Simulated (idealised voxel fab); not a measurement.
Herein follows the process module entitled voxel capacitor over wiring.
It is cross-section cut that appears here, measuring 280 nm in width, its square cells being 5 nm in size.
This document writes a cross-section as a grid whose cells are square, and gives it as bands, listed from the top down; one or more rows of cells form a band. Band entry format. Leading values: height of top, height of bottom, nm. Remainder: materials in left-to-right order, each with its width in nm. Special words: "edge to edge" on a single material, which then fills the band edge to edge; "blank", empty space. Where do heights start? At 0: under that level the wafer as delivered is made of one material only. And the lowest band has no floor; it just carries on downward, as in "top 0, no bottom". With a width like "30->40", each row of cells in the band differs from the next by the same amount, the top row carrying the first number and the bottom row the second. Key: "no modifications" - step with no changed cell in the cross-section. What "Enclosed void list" gives you is every empty space of 8 cells or more that is cut off from the top. Each appears as width x height at distance, with the distance taken from the left edge and width, height and distance all in nm. Past the settings on a step's line: simulator remark, on that step. When a step includes a mask, the "overlay nm" setting on its line states how far to the right of its planned place that mask lay, and negative values state how far to the left.

## Listed below are the process steps as planned
1) RECEIVE: material Si
2) CONFORMAL_DEP: material SiO2, thk nm 10
3) CONFORMAL_DEP: material SiN, thk nm 5
4) DIRECTIONAL_DEP: material lowk, thk nm 25
5) PATTERN: tone open, mask id METAL_1, material resist, width nm 30, pitch nm 80, thk nm 20, overlay nm 0
6) DIRECTIONAL_ETCH: etch materials lowk, depth nm 25
7) DIRECTIONAL_ETCH: etch materials SiN, depth nm 5
8) STRIP: etch materials resist
9) CONFORMAL_DEP: material TiN, thk nm 5
10) FILL_DEP: material Cu, thk nm 10
11) CMP: height nm 40
12) CONFORMAL_DEP: material SiCN, thk nm 5
13) DIRECTIONAL_DEP: material lowk, thk nm 20
14) DIRECTIONAL_DEP: material aC, thk nm 15
15) PATTERN: tone open, mask id PLUG_1, material resist, width nm 15, thk nm 35, overlay nm 0
16) DIRECTIONAL_ETCH: etch materials aC, depth nm 15
17) STRIP: etch materials resist
18) DIRECTIONAL_ETCH: etch materials lowk, depth nm 20
19) DIRECTIONAL_ETCH: etch materials SiCN, depth nm 5
20) STRIP: etch materials aC
21) CONFORMAL_DEP: material TiN, thk nm 5
22) FILL_DEP: material Ru, thk nm 10
23) CMP: height nm 65
24) DIRECTIONAL_DEP: material TiN, thk nm 10
25) DIRECTIONAL_DEP: material HfO2, thk nm 5
26) DIRECTIONAL_DEP: material TiN, thk nm 5
27) PATTERN: tone cover, mask id UPPER_PLATE, material resist, width nm 55, thk nm 15, overlay nm 0
28) DIRECTIONAL_ETCH: etch materials TiN, depth nm 5
29) DIRECTIONAL_ETCH: etch materials HfO2, depth nm 5
30) STRIP: etch materials resist
31) PATTERN: tone cover, mask id LOWER_PLATE, material resist, width nm 65, thk nm 15, overlay nm 0
32) DIRECTIONAL_ETCH: etch materials TiN, depth nm 10
33) STRIP: etch materials resist
34) FILL_DEP: material SiO2, thk nm 20
35) CMP: height nm 100
36) PATTERN: tone open, mask id PLUG_2, material resist, width nm 15, thk nm 20, overlay nm 0
37) DIRECTIONAL_ETCH: etch materials SiO2, depth nm 15
38) STRIP: etch materials resist
39) CONFORMAL_DEP: material TiN, thk nm 5
40) FILL_DEP: material Ru, thk nm 10
41) CMP: height nm 100
42) CONFORMAL_DEP: material SiN, thk nm 5

## first wafer, as planned

## Incoming wafer in cross-section (state: after step 1)
top 0, no bottom: Si edge to edge
Enclosed void list: none

## After step 2: wafer cross-section
top 10, bottom 0: SiO2 edge to edge
Below 0 it's all the same as before, nothing changed down there.

## After step 3: wafer cross-section
top 15, bottom 10: SiN edge to edge
Below 10 it's all the same as before, nothing changed down there.

## After step 4: wafer cross-section
top 40, bottom 15: lowk edge to edge
Below 15 it's all the same as before, nothing changed down there.

## After step 5: wafer cross-section
top 60, bottom 40: resist (85), blank (30), resist (50), blank (30), resist (85)
Below 40 it's all the same as before, nothing changed down there.

## After step 6: wafer cross-section
top 60, bottom 40: resist (85), blank (30), resist (50), blank (30), resist (85)
top 40, bottom 15: lowk (85), blank (30), lowk (50), blank (30), lowk (85)
Below 15 it's all the same as before, nothing changed down there.

## After step 7: wafer cross-section
top 60, bottom 40: resist (85), blank (30), resist (50), blank (30), resist (85)
top 40, bottom 15: lowk (85), blank (30), lowk (50), blank (30), lowk (85)
top 15, bottom 10: SiN (85), blank (30), SiN (50), blank (30), SiN (85)
Below 10 it's all the same as before, nothing changed down there.

## After step 8: wafer cross-section
top 40, bottom 15: lowk (85), blank (30), lowk (50), blank (30), lowk (85)
Below 15 it's all the same as before, nothing changed down there.

## After step 9: wafer cross-section
top 45, bottom 40: TiN (90), blank (20), TiN (60), blank (20), TiN (90)
top 40, bottom 15: lowk (85), TiN (5), blank (20), TiN (5), lowk (50), TiN (5), blank (20), TiN (5), lowk (85)
top 15, bottom 10: SiN (85), TiN (30), SiN (50), TiN (30), SiN (85)
Below 10 it's all the same as before, nothing changed down there.

## After step 10: wafer cross-section
top 55, bottom 45: Cu edge to edge
top 45, bottom 40: TiN (90), Cu (20), TiN (60), Cu (20), TiN (90)
top 40, bottom 15: lowk (85), TiN (5), Cu (20), TiN (5), lowk (50), TiN (5), Cu (20), TiN (5), lowk (85)
Below 15 it's all the same as before, nothing changed down there.

## After step 11: wafer cross-section
top 40, bottom 15: lowk (85), TiN (5), Cu (20), TiN (5), lowk (50), TiN (5), Cu (20), TiN (5), lowk (85)
Below 15 it's all the same as before, nothing changed down there.

## After step 12: wafer cross-section
top 45, bottom 40: SiCN edge to edge
Below 40 it's all the same as before, nothing changed down there.

## After step 13: wafer cross-section
top 65, bottom 45: lowk edge to edge
Below 45 it's all the same as before, nothing changed down there.

## After step 14: wafer cross-section
top 80, bottom 65: aC edge to edge
Below 65 it's all the same as before, nothing changed down there.

## After step 15: wafer cross-section
top 115, bottom 80: resist (100), blank (15), resist (165)
Below 80 it's all the same as before, nothing changed down there.

## After step 16: wafer cross-section
top 100, bottom 80: resist (100), blank (15), resist (165)
top 80, bottom 65: aC (100), blank (15), aC (165)
Below 65 it's all the same as before, nothing changed down there.

## After step 17: wafer cross-section
top 80, bottom 65: aC (100), blank (15), aC (165)
Below 65 it's all the same as before, nothing changed down there.

## After step 18: wafer cross-section
top 80, bottom 65: aC (100), blank (15), aC (165)
top 65, bottom 45: lowk (100), blank (15), lowk (165)
Below 45 it's all the same as before, nothing changed down there.

## After step 19: wafer cross-section
top 80, bottom 65: aC (100), blank (15), aC (165)
top 65, bottom 45: lowk (100), blank (15), lowk (165)
top 45, bottom 40: SiCN (100), blank (15), SiCN (165)
Below 40 it's all the same as before, nothing changed down there.

## After step 20: wafer cross-section
top 65, bottom 45: lowk (100), blank (15), lowk (165)
Below 45 it's all the same as before, nothing changed down there.

## After step 21: wafer cross-section
top 70, bottom 65: TiN (105), blank (5), TiN (170)
top 65, bottom 45: lowk (100), TiN (5), blank (5), TiN (5), lowk (165)
top 45, bottom 40: SiCN (100), TiN (15), SiCN (165)
Below 40 it's all the same as before, nothing changed down there.

## After step 22: wafer cross-section
top 80, bottom 70: Ru edge to edge
top 70, bottom 65: TiN (105), Ru (5), TiN (170)
top 65, bottom 45: lowk (100), TiN (5), Ru (5), TiN (5), lowk (165)
Below 45 it's all the same as before, nothing changed down there.

## After step 23: wafer cross-section
top 65, bottom 45: lowk (100), TiN (5), Ru (5), TiN (5), lowk (165)
Below 45 it's all the same as before, nothing changed down there.

## After step 24: wafer cross-section
top 75, bottom 65: TiN edge to edge
Below 65 it's all the same as before, nothing changed down there.

## After step 25: wafer cross-section
top 80, bottom 75: HfO2 edge to edge
Below 75 it's all the same as before, nothing changed down there.

## After step 26: wafer cross-section
top 85, bottom 80: TiN edge to edge
Below 80 it's all the same as before, nothing changed down there.

## After step 27: wafer cross-section
top 100, bottom 85: blank (100), resist (55), blank (125)
Below 85 it's all the same as before, nothing changed down there.

## After step 28: wafer cross-section
top 100, bottom 85: blank (100), resist (55), blank (125)
top 85, bottom 80: blank (100), TiN (55), blank (125)
Below 80 it's all the same as before, nothing changed down there.

## After step 29: wafer cross-section
top 100, bottom 85: blank (100), resist (55), blank (125)
top 85, bottom 80: blank (100), TiN (55), blank (125)
top 80, bottom 75: blank (100), HfO2 (55), blank (125)
Below 75 it's all the same as before, nothing changed down there.

## After step 30: wafer cross-section
top 85, bottom 80: blank (100), TiN (55), blank (125)
Below 80 it's all the same as before, nothing changed down there.

## After step 31: wafer cross-section
top 100, bottom 85: blank (95), resist (65), blank (120)
top 85, bottom 80: blank (95), resist (5), TiN (55), resist (5), blank (120)
top 80, bottom 75: blank (95), resist (5), HfO2 (55), resist (5), blank (120)
Below 75 it's all the same as before, nothing changed down there.

## After step 32: wafer cross-section
top 100, bottom 85: blank (95), resist (65), blank (120)
top 85, bottom 80: blank (95), resist (5), TiN (55), resist (5), blank (120)
top 80, bottom 75: blank (95), resist (5), HfO2 (55), resist (5), blank (120)
top 75, bottom 65: blank (95), TiN (65), blank (120)
Below 65 it's all the same as before, nothing changed down there.

## After step 33: wafer cross-section
top 85, bottom 80: blank (100), TiN (55), blank (125)
top 80, bottom 75: blank (100), HfO2 (55), blank (125)
Below 75 it's all the same as before, nothing changed down there.

## After step 34: wafer cross-section
top 105, bottom 85: SiO2 edge to edge
top 85, bottom 80: SiO2 (100), TiN (55), SiO2 (125)
top 80, bottom 75: SiO2 (100), HfO2 (55), SiO2 (125)
top 75, bottom 65: SiO2 (95), TiN (65), SiO2 (120)
Below 65 it's all the same as before, nothing changed down there.

## After step 35: wafer cross-section
top 100, bottom 85: SiO2 edge to edge
Below 85 it's all the same as before, nothing changed down there.

## After step 36: wafer cross-section
top 120, bottom 100: resist (110), blank (15), resist (155)
Below 100 it's all the same as before, nothing changed down there.

## After step 37: wafer cross-section
top 120, bottom 100: resist (110), blank (15), resist (155)
top 100, bottom 85: SiO2 (110), blank (15), SiO2 (155)
Below 85 it's all the same as before, nothing changed down there.

## After step 38: wafer cross-section
top 100, bottom 85: SiO2 (110), blank (15), SiO2 (155)
Below 85 it's all the same as before, nothing changed down there.

## After step 39: wafer cross-section
top 105, bottom 100: TiN (115), blank (5), TiN (160)
top 100, bottom 90: SiO2 (110), TiN (5), blank (5), TiN (5), SiO2 (155)
top 90, bottom 80: SiO2 (110->100), TiN (15->55), SiO2 (155->125)
Below 80 it's all the same as before, nothing changed down there.

## After step 40: wafer cross-section
top 115, bottom 105: Ru edge to edge
top 105, bottom 100: TiN (115), Ru (5), TiN (160)
top 100, bottom 90: SiO2 (110), TiN (5), Ru (5), TiN (5), SiO2 (155)
Below 90 it's all the same as before, nothing changed down there.

## After step 41: wafer cross-section
top 100, bottom 90: SiO2 (110), TiN (5), Ru (5), TiN (5), SiO2 (155)
Below 90 it's all the same as before, nothing changed down there.

## After step 42: wafer cross-section
top 105, bottom 100: SiN edge to edge
Below 100 it's all the same as before, nothing changed down there.

## What follows concerns the second wafer, which started out like the first and was meant to follow the very same plan; one mistake crept in when it was run, but everything up to and including step 14 is the same as for the first wafer

## Second wafer cross-section, taken as of the time the plan sets for step 15 to be done
top 115, bottom 80: resist (95), blank (15), resist (170)
Below 80 it's all the same as before, nothing changed down there.

## Second wafer cross-section, taken as of the time the plan sets for step 16 to be done
top 100, bottom 80: resist (95), blank (15), resist (170)
top 80, bottom 65: aC (95), blank (15), aC (170)
Below 65 it's all the same as before, nothing changed down there.

## Second wafer cross-section, taken as of the time the plan sets for step 17 to be done
top 80, bottom 65: aC (95), blank (15), aC (170)
Below 65 it's all the same as before, nothing changed down there.

## Second wafer cross-section, taken as of the time the plan sets for step 18 to be done
top 80, bottom 65: aC (95), blank (15), aC (170)
top 65, bottom 45: lowk (95), blank (15), lowk (170)
Below 45 it's all the same as before, nothing changed down there.

## Second wafer cross-section, taken as of the time the plan sets for step 19 to be done
top 80, bottom 65: aC (95), blank (15), aC (170)
top 65, bottom 45: lowk (95), blank (15), lowk (170)
top 45, bottom 40: SiCN (95), blank (15), SiCN (170)
Below 40 it's all the same as before, nothing changed down there.

## Second wafer cross-section, taken as of the time the plan sets for step 20 to be done
top 65, bottom 45: lowk (95), blank (15), lowk (170)
Below 45 it's all the same as before, nothing changed down there.

## Second wafer cross-section, taken as of the time the plan sets for step 21 to be done
top 70, bottom 65: TiN (100), blank (5), TiN (175)
top 65, bottom 45: lowk (95), TiN (5), blank (5), TiN (5), lowk (170)
top 45, bottom 40: SiCN (95), TiN (15), SiCN (170)
Below 40 it's all the same as before, nothing changed down there.

## Second wafer cross-section, taken as of the time the plan sets for step 22 to be done
top 80, bottom 70: Ru edge to edge
top 70, bottom 65: TiN (100), Ru (5), TiN (175)
top 65, bottom 45: lowk (95), TiN (5), Ru (5), TiN (5), lowk (170)
Below 45 it's all the same as before, nothing changed down there.

## Second wafer cross-section, taken as of the time the plan sets for step 23 to be done
top 65, bottom 45: lowk (95), TiN (5), Ru (5), TiN (5), lowk (170)
Below 45 it's all the same as before, nothing changed down there.

## Second wafer cross-section, taken as of the time the plan sets for step 24 to be done
top 75, bottom 65: TiN edge to edge
Below 65 it's all the same as before, nothing changed down there.

## Second wafer cross-section, taken as of the time the plan sets for step 25 to be done
top 80, bottom 75: HfO2 edge to edge
Below 75 it's all the same as before, nothing changed down there.

## Second wafer cross-section, taken as of the time the plan sets for step 26 to be done
top 85, bottom 80: TiN edge to edge
Below 80 it's all the same as before, nothing changed down there.

## Second wafer cross-section, taken as of the time the plan sets for step 27 to be done
top 100, bottom 85: blank (100), resist (55), blank (125)
Below 85 it's all the same as before, nothing changed down there.

## Second wafer cross-section, taken as of the time the plan sets for step 28 to be done
top 100, bottom 85: blank (100), resist (55), blank (125)
top 85, bottom 80: blank (100), TiN (55), blank (125)
Below 80 it's all the same as before, nothing changed down there.

## Second wafer cross-section, taken as of the time the plan sets for step 29 to be done
top 100, bottom 85: blank (100), resist (55), blank (125)
top 85, bottom 80: blank (100), TiN (55), blank (125)
top 80, bottom 75: blank (100), HfO2 (55), blank (125)
Below 75 it's all the same as before, nothing changed down there.

## Second wafer cross-section, taken as of the time the plan sets for step 30 to be done
top 85, bottom 80: blank (100), TiN (55), blank (125)
Below 80 it's all the same as before, nothing changed down there.

## Second wafer cross-section, taken as of the time the plan sets for step 31 to be done
top 100, bottom 85: blank (95), resist (65), blank (120)
top 85, bottom 80: blank (95), resist (5), TiN (55), resist (5), blank (120)
top 80, bottom 75: blank (95), resist (5), HfO2 (55), resist (5), blank (120)
Below 75 it's all the same as before, nothing changed down there.

## Second wafer cross-section, taken as of the time the plan sets for step 32 to be done
top 100, bottom 85: blank (95), resist (65), blank (120)
top 85, bottom 80: blank (95), resist (5), TiN (55), resist (5), blank (120)
top 80, bottom 75: blank (95), resist (5), HfO2 (55), resist (5), blank (120)
top 75, bottom 65: blank (95), TiN (65), blank (120)
Below 65 it's all the same as before, nothing changed down there.

## Second wafer cross-section, taken as of the time the plan sets for step 33 to be done
top 85, bottom 80: blank (100), TiN (55), blank (125)
top 80, bottom 75: blank (100), HfO2 (55), blank (125)
Below 75 it's all the same as before, nothing changed down there.

## Second wafer cross-section, taken as of the time the plan sets for step 34 to be done
top 105, bottom 85: SiO2 edge to edge
top 85, bottom 80: SiO2 (100), TiN (55), SiO2 (125)
top 80, bottom 75: SiO2 (100), HfO2 (55), SiO2 (125)
top 75, bottom 65: SiO2 (95), TiN (65), SiO2 (120)
Below 65 it's all the same as before, nothing changed down there.

## Second wafer cross-section, taken as of the time the plan sets for step 35 to be done
top 100, bottom 85: SiO2 edge to edge
Below 85 it's all the same as before, nothing changed down there.

## Second wafer cross-section, taken as of the time the plan sets for step 36 to be done
top 120, bottom 100: resist (110), blank (15), resist (155)
Below 100 it's all the same as before, nothing changed down there.

## Second wafer cross-section, taken as of the time the plan sets for step 37 to be done
top 120, bottom 100: resist (110), blank (15), resist (155)
top 100, bottom 85: SiO2 (110), blank (15), SiO2 (155)
Below 85 it's all the same as before, nothing changed down there.

## Second wafer cross-section, taken as of the time the plan sets for step 38 to be done
top 100, bottom 85: SiO2 (110), blank (15), SiO2 (155)
Below 85 it's all the same as before, nothing changed down there.

## Second wafer cross-section, taken as of the time the plan sets for step 39 to be done
top 105, bottom 100: TiN (115), blank (5), TiN (160)
top 100, bottom 90: SiO2 (110), TiN (5), blank (5), TiN (5), SiO2 (155)
top 90, bottom 80: SiO2 (110->100), TiN (15->55), SiO2 (155->125)
Below 80 it's all the same as before, nothing changed down there.

## Second wafer cross-section, taken as of the time the plan sets for step 40 to be done
top 115, bottom 105: Ru edge to edge
top 105, bottom 100: TiN (115), Ru (5), TiN (160)
top 100, bottom 90: SiO2 (110), TiN (5), Ru (5), TiN (5), SiO2 (155)
Below 90 it's all the same as before, nothing changed down there.

## Second wafer cross-section, taken as of the time the plan sets for step 41 to be done
top 100, bottom 90: SiO2 (110), TiN (5), Ru (5), TiN (5), SiO2 (155)
Below 90 it's all the same as before, nothing changed down there.

## Second wafer cross-section, taken as of the time the plan sets for step 42 to be done
top 105, bottom 100: SiN edge to edge
Below 100 it's all the same as before, nothing changed down there.
What broke from the plan during processing? step 15 was processed under conditions differing from the plan, specifically as PATTERN: tone open, mask id PLUG_1, material resist, width nm 15, thk nm 35, overlay nm -5
At the close, every material occupies the same number of cells on the second wafer as on the first, only in different positions.
